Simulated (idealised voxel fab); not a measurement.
Process module, titled voxel capacitor over wiring
Section cut is 295 nm wide and gridded with 5 nm square cells.
When this document writes out a cross-section, it uses a grid of square cells and lists it as bands, beginning at the top and moving down, with a band standing for one or more rows of cells. Top, bottom (nm), then materials left to right with widths (nm); lone material tagged "everywhere" fills the whole band edge to edge; "air" = empty space. Basically, 0 is our baseline, since under it the wafer straight out of the box is all one material. The bottom band has no lower end and keeps on going down, so it looks like "0 nm and below". You'd read "30->40" like this: the band's top row of cells is as wide as the first number, its bottom row is as wide as the second, and going down, every row changes width by the same amount as the row before did. "remained the same" after a step means that no cell of the cross-section changed. Under "Non-vented voids" you'll find the enclosed gaps, the ones with no way out to the top, that are 8 cells or bigger; each reads width x height at distance, with distance counted from the left edge, everything in nm. Past the settings on a step's line: simulator remark, on that step. Each step line may optionally specify "overlay nm", which for a step with a mask gives the rightward distance between the mask's planned place and where it lay, a negative value indicating the leftward direction.
-- Set out below are the planned steps of the process
1. RECEIVE | material Si
2. CONFORMAL_DEP | material SiO2 | thk nm 10
3. CONFORMAL_DEP | material SiN | thk nm 5
4. DIRECTIONAL_DEP | material SiO2 | thk nm 20
5. PATTERN | tone open | mask id METAL_1 | material resist | width nm 20 | pitch nm 90 | thk nm 15 | overlay nm 0
6. DIRECTIONAL_ETCH | etch materials SiO2 | depth nm 20
7. DIRECTIONAL_ETCH | etch materials SiN | depth nm 5
8. STRIP | etch materials resist
9. CONFORMAL_DEP | material TiN | thk nm 5
10. FILL_DEP | material W | thk nm 5
11. CMP | height nm 35
12. CONFORMAL_DEP | material SiCN | thk nm 5
13. DIRECTIONAL_DEP | material lowk | thk nm 10
14. PATTERN | tone open | mask id PLUG_1 | material resist | width nm 15 | thk nm 15 | overlay nm 0
15. DIRECTIONAL_ETCH | etch materials lowk | depth nm 10
16. DIRECTIONAL_ETCH | etch materials SiCN | depth nm 5
17. STRIP | etch materials resist
18. CONFORMAL_DEP | material TiN | thk nm 5
19. FILL_DEP | material W | thk nm 10
20. CMP | height nm 50
21. DIRECTIONAL_DEP | material TiN | thk nm 10
22. DIRECTIONAL_DEP | material Al2O3 | thk nm 5
23. DIRECTIONAL_DEP | material TiN | thk nm 5
24. DIRECTIONAL_DEP | material aC | thk nm 15
25. PATTERN | tone cover | mask id UPPER_PLATE | material resist | width nm 75 | thk nm 35 | overlay nm 0
26. DIRECTIONAL_ETCH | etch materials aC | depth nm 15
27. STRIP | etch materials resist
28. DIRECTIONAL_ETCH | etch materials TiN | depth nm 5
29. DIRECTIONAL_ETCH | etch materials Al2O3 | depth nm 5
30. STRIP | etch materials aC
31. PATTERN | tone cover | mask id LOWER_PLATE | material resist | width nm 85 | thk nm 20 | overlay nm 0
32. DIRECTIONAL_ETCH | etch materials TiN | depth nm 10
33. STRIP | etch materials resist
34. FILL_DEP | material SiO2 | thk nm 20
35. CMP | height nm 85
36. PATTERN | tone open | mask id PLUG_2 | material resist | width nm 15 | thk nm 20 | overlay nm 0
37. DIRECTIONAL_ETCH | etch materials SiO2 | depth nm 15
38. STRIP | etch materials resist
39. CONFORMAL_DEP | material TiN | thk nm 5
40. FILL_DEP | material W | thk nm 10
41. CMP | height nm 85
42. CONFORMAL_DEP | material SiN | thk nm 5
-- as received, after step 1
- 0 nm and below = Si everywhere
- Non-vented voids: none
-- Cross-sectional view of the first of the two wafers upon completion of the module, processed in accordance with the plan
- 90 nm to 85 nm = SiN everywhere
- 85 nm to 75 nm = 105 of SiO2 | 5 of TiN | 5 of W | 5 of TiN | 175 of SiO2
- 75 nm to 65 nm = 105->95 of SiO2 | 15->75 of TiN | 175->125 of SiO2
- 65 nm to 60 nm = 95 of SiO2 | 75 of Al2O3 | 125 of SiO2
- 60 nm to 50 nm = 90 of SiO2 | 85 of TiN | 120 of SiO2
- 50 nm to 40 nm = 95 of lowk | 5 of TiN | 5 of W | 5 of TiN | 185 of lowk
- 40 nm to 35 nm = 95 of SiCN | 15 of TiN | 185 of SiCN
- 35 nm to 15 nm = 90 of SiO2 | 5 of TiN | 10 of W | 5 of TiN | 70 of SiO2 | 5 of TiN | 10 of W | 5 of TiN | 95 of SiO2
- 15 nm to 10 nm = 90 of SiN | 20 of TiN | 70 of SiN | 20 of TiN | 95 of SiN
- 10 nm to 0 nm = SiO2 everywhere
- 0 nm and below = Si everywhere
- Non-vented voids: none
-- Module end: cross-section of wafer two of two. Same start and process plan as the first wafer. One mistake during execution
- 90 nm to 85 nm = SiN everywhere
- 85 nm to 75 nm = 105 of SiO2 | 5 of TiN | 5 of W | 5 of TiN | 175 of SiO2
- 75 nm to 70 nm = 105 of SiO2 | 15 of TiN | 175 of SiO2
- 70 nm to 65 nm = 95 of SiO2 | 75 of Al2O3 | 125 of SiO2
- 65 nm to 55 nm = 90 of SiO2 | 85 of TiN | 120 of SiO2
- 55 nm to 50 nm = TiN everywhere
- 50 nm to 40 nm = 95 of lowk | 5 of TiN | 5 of W | 5 of TiN | 185 of lowk
- 40 nm to 35 nm = 95 of SiCN | 15 of TiN | 185 of SiCN
- 35 nm to 15 nm = 90 of SiO2 | 5 of TiN | 10 of W | 5 of TiN | 70 of SiO2 | 5 of TiN | 10 of W | 5 of TiN | 95 of SiO2
- 15 nm to 10 nm = 90 of SiN | 20 of TiN | 70 of SiN | 20 of TiN | 95 of SiN
- 10 nm to 0 nm = SiO2 everywhere
- 0 nm and below = Si everywhere
- Non-vented voids: none
What was done differently from what was planned? step 23 occupied the plan position of step 22, and the converse holds as well
Cell-count delta at end, second wafer over first, by material: SiO2 -44 | TiN +44
